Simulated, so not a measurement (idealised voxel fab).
The process module presented herein is designated voxel lift off.
Xsec cut, 295 nm wide, square cell size 5 nm.
If you're reading a cross-section in this doc, picture square cells in a grid; it comes to you as bands, top ones listed first down to the bottom, and a band can be one or more rows of cells.
Per band: top height and bottom height in nm, followed by the left-to-right materials and their widths in nm; "everywhere" marks a single material spanning edge to edge, "blank" marks empty space.
Heights are measured from 0, the level below which the as-received wafer is all one material; the lowest band has no bottom and continues downward, written as in "0..down".
Width "30->40": first value at the band's top row of cells, second value at its bottom row, equal change from row to row.
Where the words "nothing got changed" appear for a step, the cross-section shows no cell changed by that step; every cell remained as before.
"Voids, fully enclosed" specifies each empty space that is not open to the top and that occupies no fewer than 8 cells, using the form width x height at distance, the distance measured from the left edge and all three quantities in nm.
Post-settings text on a step line: simulator's own remark regarding the step.
What "overlay nm" on a step's line means: if the step has a mask, that mask lay this far to the right of its planned place, or, when the value is negative, to the left.
Process steps (planned)
1: RECEIVE (material Si)
2: CONFORMAL_DEP (material SiN; thk nm 5)
3: PATTERN (tone open; mask id LINES; material resist; width nm 20; pitch nm 50; thk nm 20; overlay nm 0)
4: DIRECTIONAL_DEP (material Ru; thk nm 10)
5: STRIP (etch materials resist)
6: CONFORMAL_DEP (material SiN; thk nm 10)
Keep in mind the plan's value for the width nm of step 3 comes from the first wafer; the wafers don't share that setting, but they do share the same starting point.
Here's the first of the wafers in cross-section, just as we got it, i.e. after step 1
  0..down = Si everywhere
  Voids, fully enclosed: none
Where each wafer stands at the end of the module, a row apiece: cells of each material gained (+) or lost (-) since it was received, then closed voids
width nm 20 | +32 Ru | +209 SiN | Voids, fully enclosed: none
width nm 25 | +40 Ru | +209 SiN | Voids, fully enclosed: none
width nm 30 | +48 Ru | +209 SiN | Voids, fully enclosed: none
width nm 35 | +56 Ru | +203 SiN | Voids, fully enclosed: none
